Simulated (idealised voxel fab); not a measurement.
process module | voxel wiring stack
cross-section cut | 240 nm wide | cells 5 nm
A cross-section is a grid of square cells, given in bands from the top down. A band is one or more rows of cells.
Each band's line starts with the height of the band's top and of its bottom, in nm. Then come its materials from left to right, each with its width in nm. One material with "throughout" fills the band from edge to edge. "air" is empty space.
Height 0 is the level under which the wafer as received is all one material. The lowest band goes on downwards, as in "0 down".
A width such as "30 to 40" changes by the same amount from each row of cells to the next, from the band's top row to its bottom row.
"no change" after a step means that no cell of the cross-section changed.
closed voids: empty space of 8 cells or more with no open way to the top, each as width x height at its distance from the left edge, in nm
after a step's settings: what the simulator itself notes on the step
overlay nm, on a step with a mask: how far to the right of its planned place the mask lay; to the left if negative
plan
1 op RECEIVE | material Si
2 op CONFORMAL_DEP | material SiO2 | thk nm 15
3 op CONFORMAL_DEP | material SiN | thk nm 5
4 op DIRECTIONAL_DEP | material lowk | thk nm 20
5 op PATTERN | tone open | mask id METAL_1 | material resist | width nm 30 | pitch nm 45 | thk nm 15 | overlay nm 0
6 op DIRECTIONAL_ETCH | etch materials lowk | depth nm 20
7 op DIRECTIONAL_ETCH | etch materials SiN | depth nm 5
8 op STRIP | etch materials resist
9 op CONFORMAL_DEP | material TiN | thk nm 5
10 op FILL_DEP | material Cu | thk nm 5
11 op CMP | height nm 40
12 op CONFORMAL_DEP | material SiCN | thk nm 5
13 op DIRECTIONAL_DEP | material lowk | thk nm 20
14 op MASKED_ETCH | tone open | mask id PLUG_1 | width nm 15 | pitch nm 45 | etch materials lowk | depth nm 20 | overlay nm 0
15 op MASKED_ETCH | tone open | mask id PLUG_1 | width nm 15 | pitch nm 45 | etch materials SiCN | depth nm 5 | overlay nm 0
16 op CONFORMAL_DEP | material TiN | thk nm 5
17 op FILL_DEP | material Cu | thk nm 5
18 op CMP | height nm 65
19 op CONFORMAL_DEP | material SiCN | thk nm 5
20 op DIRECTIONAL_DEP | material lowk | thk nm 20
21 op DIRECTIONAL_DEP | material aC | thk nm 15
22 op PATTERN | tone open | mask id METAL_2 | material resist | width nm 30 | pitch nm 45 | thk nm 35 | overlay nm 0
23 op DIRECTIONAL_ETCH | etch materials aC | depth nm 15
24 op STRIP | etch materials resist
25 op DIRECTIONAL_ETCH | etch materials lowk | depth nm 20
26 op DIRECTIONAL_ETCH | etch materials SiCN | depth nm 5
27 op STRIP | etch materials aC
28 op CONFORMAL_DEP | material TiN | thk nm 5
29 op FILL_DEP | material W | thk nm 5
30 op CMP | height nm 90
31 op EPI | material Ru | thk nm 5
32 op FILL_DEP | material SiCN | thk nm 5
33 op DIRECTIONAL_DEP | material lowk | thk nm 35
34 op PATTERN | tone open | mask id METAL_3 | material resist | width nm 30 | pitch nm 45 | thk nm 20 | overlay nm 0
35 op DIRECTIONAL_ETCH | etch materials lowk | depth nm 20
36 op STRIP | etch materials resist
37 op MASKED_ETCH | tone open | mask id METAL_3_HOLES | width nm 15 | pitch nm 45 | etch materials lowk | depth nm 15 | overlay nm 0
38 op MASKED_ETCH | tone open | mask id METAL_3_HOLES | width nm 15 | pitch nm 45 | etch materials SiCN | depth nm 5 | overlay nm 0
39 op CONFORMAL_DEP | material TiN | thk nm 5
40 op FILL_DEP | material Cu | thk nm 5
41 op CMP | height nm 135
42 op CONFORMAL_DEP | material SiCN | thk nm 5
first wafer, as planned
as received, after step 1
  0 down: Si throughout
  closed voids: none
after step 2
  15 to 0: SiO2 throughout
  below 0: unchanged
after step 3
  20 to 15: SiN throughout
  below 15: unchanged
after step 4
  40 to 20: lowk throughout
  below 20: unchanged
after step 5
  55 to 40: resist 35 | air 30 | resist 15 | air 30 | resist 15 | air 30 | resist 15 | air 30 | resist 40
  below 40: unchanged
after step 6
  55 to 40: resist 35 | air 30 | resist 15 | air 30 | resist 15 | air 30 | resist 15 | air 30 | resist 40
  40 to 20: lowk 35 | air 30 | lowk 15 | air 30 | lowk 15 | air 30 | lowk 15 | air 30 | lowk 40
  below 20: unchanged
after step 7
  55 to 40: resist 35 | air 30 | resist 15 | air 30 | resist 15 | air 30 | resist 15 | air 30 | resist 40
  40 to 20: lowk 35 | air 30 | lowk 15 | air 30 | lowk 15 | air 30 | lowk 15 | air 30 | lowk 40
  20 to 15: SiN 35 | air 30 | SiN 15 | air 30 | SiN 15 | air 30 | SiN 15 | air 30 | SiN 40
  below 15: unchanged
after step 8
  40 to 20: lowk 35 | air 30 | lowk 15 | air 30 | lowk 15 | air 30 | lowk 15 | air 30 | lowk 40
  below 20: unchanged
after step 9
  45 to 40: TiN 40 | air 20 | TiN 25 | air 20 | TiN 25 | air 20 | TiN 25 | air 20 | TiN 45
  40 to 20: lowk 35 | TiN 5 | air 20 | TiN 5 | lowk 15 | TiN 5 | air 20 | TiN 5 | lowk 15 | TiN 5 | air 20 | TiN 5 | lowk 15 | TiN 5 | air 20 | TiN 5 | lowk 40
  20 to 15: SiN 35 | TiN 30 | SiN 15 | TiN 30 | SiN 15 | TiN 30 | SiN 15 | TiN 30 | SiN 40
  below 15: unchanged
after step 10
  50 to 45: Cu throughout
  45 to 40: TiN 40 | Cu 20 | TiN 25 | Cu 20 | TiN 25 | Cu 20 | TiN 25 | Cu 20 | TiN 45
  40 to 20: lowk 35 | TiN 5 | Cu 20 | TiN 5 | lowk 15 | TiN 5 | Cu 20 | TiN 5 | lowk 15 | TiN 5 | Cu 20 | TiN 5 | lowk 15 | TiN 5 | Cu 20 | TiN 5 | lowk 40
  below 20: unchanged
after step 11
  40 to 20: lowk 35 | TiN 5 | Cu 20 | TiN 5 | lowk 15 | TiN 5 | Cu 20 | TiN 5 | lowk 15 | TiN 5 | Cu 20 | TiN 5 | lowk 15 | TiN 5 | Cu 20 | TiN 5 | lowk 40
  below 20: unchanged
after step 12
  45 to 40: SiCN throughout
  below 40: unchanged
after step 13
  65 to 45: lowk throughout
  below 45: unchanged
after step 14
  65 to 45: lowk 35 | air 15 | lowk 30 | air 15 | lowk 30 | air 15 | lowk 30 | air 15 | lowk 55
  below 45: unchanged
after step 15
  65 to 45: lowk 35 | air 15 | lowk 30 | air 15 | lowk 30 | air 15 | lowk 30 | air 15 | lowk 55
  45 to 40: SiCN 35 | air 15 | SiCN 30 | air 15 | SiCN 30 | air 15 | SiCN 30 | air 15 | SiCN 55
  below 40: unchanged
after step 16
  70 to 65: TiN 40 | air 5 | TiN 40 | air 5 | TiN 40 | air 5 | TiN 40 | air 5 | TiN 60
  65 to 45: lowk 35 | TiN 5 | air 5 | TiN 5 | lowk 30 | TiN 5 | air 5 | TiN 5 | lowk 30 | TiN 5 | air 5 | TiN 5 | lowk 30 | TiN 5 | air 5 | TiN 5 | lowk 55
  45 to 40: SiCN 35 | TiN 15 | SiCN 30 | TiN 15 | SiCN 30 | TiN 15 | SiCN 30 | TiN 15 | SiCN 55
  below 40: unchanged
after step 17
  75 to 70: Cu throughout
  70 to 65: TiN 40 | Cu 5 | TiN 40 | Cu 5 | TiN 40 | Cu 5 | TiN 40 | Cu 5 | TiN 60
  65 to 45: lowk 35 | TiN 5 | Cu 5 | TiN 5 | lowk 30 | TiN 5 | Cu 5 | TiN 5 | lowk 30 | TiN 5 | Cu 5 | TiN 5 | lowk 30 | TiN 5 | Cu 5 | TiN 5 | lowk 55
  below 45: unchanged
after step 18
  65 to 45: lowk 35 | TiN 5 | Cu 5 | TiN 5 | lowk 30 | TiN 5 | Cu 5 | TiN 5 | lowk 30 | TiN 5 | Cu 5 | TiN 5 | lowk 30 | TiN 5 | Cu 5 | TiN 5 | lowk 55
  below 45: unchanged
after step 19
  70 to 65: SiCN throughout
  below 65: unchanged
after step 20
  90 to 70: lowk throughout
  below 70: unchanged
after step 21
  105 to 90: aC throughout
  below 90: unchanged
after step 22
  140 to 105: resist 35 | air 30 | resist 15 | air 30 | resist 15 | air 30 | resist 15 | air 30 | resist 40
  below 105: unchanged
after step 23
  125 to 105: resist 35 | air 30 | resist 15 | air 30 | resist 15 | air 30 | resist 15 | air 30 | resist 40
  105 to 90: aC 35 | air 30 | aC 15 | air 30 | aC 15 | air 30 | aC 15 | air 30 | aC 40
  below 90: unchanged
after step 24
  105 to 90: aC 35 | air 30 | aC 15 | air 30 | aC 15 | air 30 | aC 15 | air 30 | aC 40
  below 90: unchanged
after step 25
  105 to 90: aC 35 | air 30 | aC 15 | air 30 | aC 15 | air 30 | aC 15 | air 30 | aC 40
  90 to 70: lowk 35 | air 30 | lowk 15 | air 30 | lowk 15 | air 30 | lowk 15 | air 30 | lowk 40
  below 70: unchanged
after step 26
  105 to 90: aC 35 | air 30 | aC 15 | air 30 | aC 15 | air 30 | aC 15 | air 30 | aC 40
  90 to 70: lowk 35 | air 30 | lowk 15 | air 30 | lowk 15 | air 30 | lowk 15 | air 30 | lowk 40
  70 to 65: SiCN 35 | air 30 | SiCN 15 | air 30 | SiCN 15 | air 30 | SiCN 15 | air 30 | SiCN 40
  below 65: unchanged
after step 27
  90 to 70: lowk 35 | air 30 | lowk 15 | air 30 | lowk 15 | air 30 | lowk 15 | air 30 | lowk 40
  below 70: unchanged
after step 28
  95 to 90: TiN 40 | air 20 | TiN 25 | air 20 | TiN 25 | air 20 | TiN 25 | air 20 | TiN 45
  90 to 70: lowk 35 | TiN 5 | air 20 | TiN 5 | lowk 15 | TiN 5 | air 20 | TiN 5 | lowk 15 | TiN 5 | air 20 | TiN 5 | lowk 15 | TiN 5 | air 20 | TiN 5 | lowk 40
  70 to 65: SiCN 35 | TiN 30 | SiCN 15 | TiN 30 | SiCN 15 | TiN 30 | SiCN 15 | TiN 30 | SiCN 40
  below 65: unchanged
after step 29
  100 to 95: W throughout
  95 to 90: TiN 40 | W 20 | TiN 25 | W 20 | TiN 25 | W 20 | TiN 25 | W 20 | TiN 45
  90 to 70: lowk 35 | TiN 5 | W 20 | TiN 5 | lowk 15 | TiN 5 | W 20 | TiN 5 | lowk 15 | TiN 5 | W 20 | TiN 5 | lowk 15 | TiN 5 | W 20 | TiN 5 | lowk 40
  below 70: unchanged
after step 30
  90 to 70: lowk 35 | TiN 5 | W 20 | TiN 5 | lowk 15 | TiN 5 | W 20 | TiN 5 | lowk 15 | TiN 5 | W 20 | TiN 5 | lowk 15 | TiN 5 | W 20 | TiN 5 | lowk 40
  below 70: unchanged
after step 31
  95 to 90: air 30 | Ru 40 | air 5 | Ru 40 | air 5 | Ru 40 | air 5 | Ru 40 | air 35
  below 90: unchanged
after step 32
  100 to 95: SiCN throughout
  95 to 90: SiCN 30 | Ru 40 | SiCN 5 | Ru 40 | SiCN 5 | Ru 40 | SiCN 5 | Ru 40 | SiCN 35
  below 90: unchanged
after step 33
  135 to 100: lowk throughout
  below 100: unchanged
after step 34
  155 to 135: resist 35 | air 30 | resist 15 | air 30 | resist 15 | air 30 | resist 15 | air 30 | resist 40
  below 135: unchanged
after step 35
  155 to 135: resist 35 | air 30 | resist 15 | air 30 | resist 15 | air 30 | resist 15 | air 30 | resist 40
  135 to 115: lowk 35 | air 30 | lowk 15 | air 30 | lowk 15 | air 30 | lowk 15 | air 30 | lowk 40
  below 115: unchanged
after step 36
  135 to 115: lowk 35 | air 30 | lowk 15 | air 30 | lowk 15 | air 30 | lowk 15 | air 30 | lowk 40
  below 115: unchanged
after step 37
  135 to 115: lowk 35 | air 30 | lowk 15 | air 30 | lowk 15 | air 30 | lowk 15 | air 30 | lowk 40
  115 to 100: lowk 35 | air 15 | lowk 30 | air 15 | lowk 30 | air 15 | lowk 30 | air 15 | lowk 55
  below 100: unchanged
after step 38
  135 to 115: lowk 35 | air 30 | lowk 15 | air 30 | lowk 15 | air 30 | lowk 15 | air 30 | lowk 40
  115 to 100: lowk 35 | air 15 | lowk 30 | air 15 | lowk 30 | air 15 | lowk 30 | air 15 | lowk 55
  100 to 95: SiCN 35 | air 15 | SiCN 30 | air 15 | SiCN 30 | air 15 | SiCN 30 | air 15 | SiCN 55
  below 95: unchanged
after step 39
  140 to 135: TiN 40 | air 20 | TiN 25 | air 20 | TiN 25 | air 20 | TiN 25 | air 20 | TiN 45
  135 to 120: lowk 35 | TiN 5 | air 20 | TiN 5 | lowk 15 | TiN 5 | air 20 | TiN 5 | lowk 15 | TiN 5 | air 20 | TiN 5 | lowk 15 | TiN 5 | air 20 | TiN 5 | lowk 40
  120 to 115: lowk 35 | TiN 5 | air 5 | TiN 20 | lowk 15 | TiN 5 | air 5 | TiN 20 | lowk 15 | TiN 5 | air 5 | TiN 20 | lowk 15 | TiN 5 | air 5 | TiN 20 | lowk 40
  115 to 100: lowk 35 | TiN 5 | air 5 | TiN 5 | lowk 30 | TiN 5 | air 5 | TiN 5 | lowk 30 | TiN 5 | air 5 | TiN 5 | lowk 30 | TiN 5 | air 5 | TiN 5 | lowk 55
  100 to 95: SiCN 35 | TiN 15 | SiCN 30 | TiN 15 | SiCN 30 | TiN 15 | SiCN 30 | TiN 15 | SiCN 55
  below 95: unchanged
after step 40
  145 to 140: Cu throughout
  140 to 135: TiN 40 | Cu 20 | TiN 25 | Cu 20 | TiN 25 | Cu 20 | TiN 25 | Cu 20 | TiN 45
  135 to 120: lowk 35 | TiN 5 | Cu 20 | TiN 5 | lowk 15 | TiN 5 | Cu 20 | TiN 5 | lowk 15 | TiN 5 | Cu 20 | TiN 5 | lowk 15 | TiN 5 | Cu 20 | TiN 5 | lowk 40
  120 to 115: lowk 35 | TiN 5 | Cu 5 | TiN 20 | lowk 15 | TiN 5 | Cu 5 | TiN 20 | lowk 15 | TiN 5 | Cu 5 | TiN 20 | lowk 15 | TiN 5 | Cu 5 | TiN 20 | lowk 40
  115 to 100: lowk 35 | TiN 5 | Cu 5 | TiN 5 | lowk 30 | TiN 5 | Cu 5 | TiN 5 | lowk 30 | TiN 5 | Cu 5 | TiN 5 | lowk 30 | TiN 5 | Cu 5 | TiN 5 | lowk 55
  below 100: unchanged
after step 41
  135 to 120: lowk 35 | TiN 5 | Cu 20 | TiN 5 | lowk 15 | TiN 5 | Cu 20 | TiN 5 | lowk 15 | TiN 5 | Cu 20 | TiN 5 | lowk 15 | TiN 5 | Cu 20 | TiN 5 | lowk 40
  below 120: unchanged
after step 42
  140 to 135: SiCN throughout
  below 135: unchanged
second wafer: like start, like plan, one mistake. Through step 31 it matches the first wafer
when step 32 should have ended: no change
when step 33 should have ended
  130 to 125: air 30 | lowk 40 | air 5 | lowk 40 | air 5 | lowk 40 | air 5 | lowk 40 | air 35
  125 to 95: lowk throughout
  95 to 90: lowk 30 | Ru 40 | lowk 5 | Ru 40 | lowk 5 | Ru 40 | lowk 5 | Ru 40 | lowk 35
  below 90: unchanged
when step 34 should have ended
  150 to 130: resist 35 | air 30 | resist 15 | air 30 | resist 15 | air 30 | resist 15 | air 30 | resist 40
  130 to 125: resist 30 | lowk 40 | resist 5 | lowk 40 | resist 5 | lowk 40 | resist 5 | lowk 40 | resist 35
  below 125: unchanged
when step 35 should have ended
  150 to 130: resist 35 | air 30 | resist 15 | air 30 | resist 15 | air 30 | resist 15 | air 30 | resist 40
  130 to 125: resist 30 | lowk 5 | air 30 | lowk 5 | resist 5 | lowk 5 | air 30 | lowk 5 | resist 5 | lowk 5 | air 30 | lowk 5 | resist 5 | lowk 5 | air 30 | lowk 5 | resist 35
  125 to 110: lowk 35 | air 30 | lowk 15 | air 30 | lowk 15 | air 30 | lowk 15 | air 30 | lowk 40
  below 110: unchanged
when step 36 should have ended
  130 to 125: air 30 | lowk 5 | air 30 | lowk 5 | air 5 | lowk 5 | air 30 | lowk 5 | air 5 | lowk 5 | air 30 | lowk 5 | air 5 | lowk 5 | air 30 | lowk 5 | air 35
  below 125: unchanged
when step 37 should have ended
  130 to 125: air 30 | lowk 5 | air 30 | lowk 5 | air 5 | lowk 5 | air 30 | lowk 5 | air 5 | lowk 5 | air 30 | lowk 5 | air 5 | lowk 5 | air 30 | lowk 5 | air 35
  125 to 110: lowk 35 | air 30 | lowk 15 | air 30 | lowk 15 | air 30 | lowk 15 | air 30 | lowk 40
  110 to 95: lowk 35 | air 15 | lowk 30 | air 15 | lowk 30 | air 15 | lowk 30 | air 15 | lowk 55
  below 95: unchanged
when step 38 should have ended: no change
when step 39 should have ended
  135 to 130: air 25 | TiN 15 | air 20 | TiN 25 | air 20 | TiN 25 | air 20 | TiN 25 | air 20 | TiN 15 | air 30
  130 to 125: TiN 30 | lowk 5 | TiN 5 | air 20 | TiN 5 | lowk 5 | TiN 5 | lowk 5 | TiN 5 | air 20 | TiN 5 | lowk 5 | TiN 5 | lowk 5 | TiN 5 | air 20 | TiN 5 | lowk 5 | TiN 5 | lowk 5 | TiN 5 | air 20 | TiN 5 | lowk 5 | TiN 35
  125 to 115: lowk 35 | TiN 5 | air 20 | TiN 5 | lowk 15 | TiN 5 | air 20 | TiN 5 | lowk 15 | TiN 5 | air 20 | TiN 5 | lowk 15 | TiN 5 | air 20 | TiN 5 | lowk 40
  115 to 110: lowk 35 | TiN 5 | air 5 | TiN 20 | lowk 15 | TiN 5 | air 5 | TiN 20 | lowk 15 | TiN 5 | air 5 | TiN 20 | lowk 15 | TiN 5 | air 5 | TiN 20 | lowk 40
  110 to 100: lowk 35 | TiN 5 | air 5 | TiN 5 | lowk 30 | TiN 5 | air 5 | TiN 5 | lowk 30 | TiN 5 | air 5 | TiN 5 | lowk 30 | TiN 5 | air 5 | TiN 5 | lowk 55
  100 to 95: lowk 35 | TiN 15 | lowk 30 | TiN 15 | lowk 30 | TiN 15 | lowk 30 | TiN 15 | lowk 55
  below 95: unchanged
when step 40 should have ended
  140 to 135: Cu throughout
  135 to 130: Cu 25 | TiN 15 | Cu 20 | TiN 25 | Cu 20 | TiN 25 | Cu 20 | TiN 25 | Cu 20 | TiN 15 | Cu 30
  130 to 125: TiN 30 | lowk 5 | TiN 5 | Cu 20 | TiN 5 | lowk 5 | TiN 5 | lowk 5 | TiN 5 | Cu 20 | TiN 5 | lowk 5 | TiN 5 | lowk 5 | TiN 5 | Cu 20 | TiN 5 | lowk 5 | TiN 5 | lowk 5 | TiN 5 | Cu 20 | TiN 5 | lowk 5 | TiN 35
  125 to 115: lowk 35 | TiN 5 | Cu 20 | TiN 5 | lowk 15 | TiN 5 | Cu 20 | TiN 5 | lowk 15 | TiN 5 | Cu 20 | TiN 5 | lowk 15 | TiN 5 | Cu 20 | TiN 5 | lowk 40
  115 to 110: lowk 35 | TiN 5 | Cu 5 | TiN 20 | lowk 15 | TiN 5 | Cu 5 | TiN 20 | lowk 15 | TiN 5 | Cu 5 | TiN 20 | lowk 15 | TiN 5 | Cu 5 | TiN 20 | lowk 40
  110 to 100: lowk 35 | TiN 5 | Cu 5 | TiN 5 | lowk 30 | TiN 5 | Cu 5 | TiN 5 | lowk 30 | TiN 5 | Cu 5 | TiN 5 | lowk 30 | TiN 5 | Cu 5 | TiN 5 | lowk 55
  below 100: unchanged
when step 41 should have ended
  135 to 130: Cu 25 | TiN 15 | Cu 20 | TiN 25 | Cu 20 | TiN 25 | Cu 20 | TiN 25 | Cu 20 | TiN 15 | Cu 30
  below 130: unchanged
when step 42 should have ended
  140 to 135: SiCN throughout
  below 135: unchanged
what went wrong: step 32 was left out
at the end the second wafer has, in cells: 23 more of Cu | 52 fewer of SiCN | 29 more of TiN
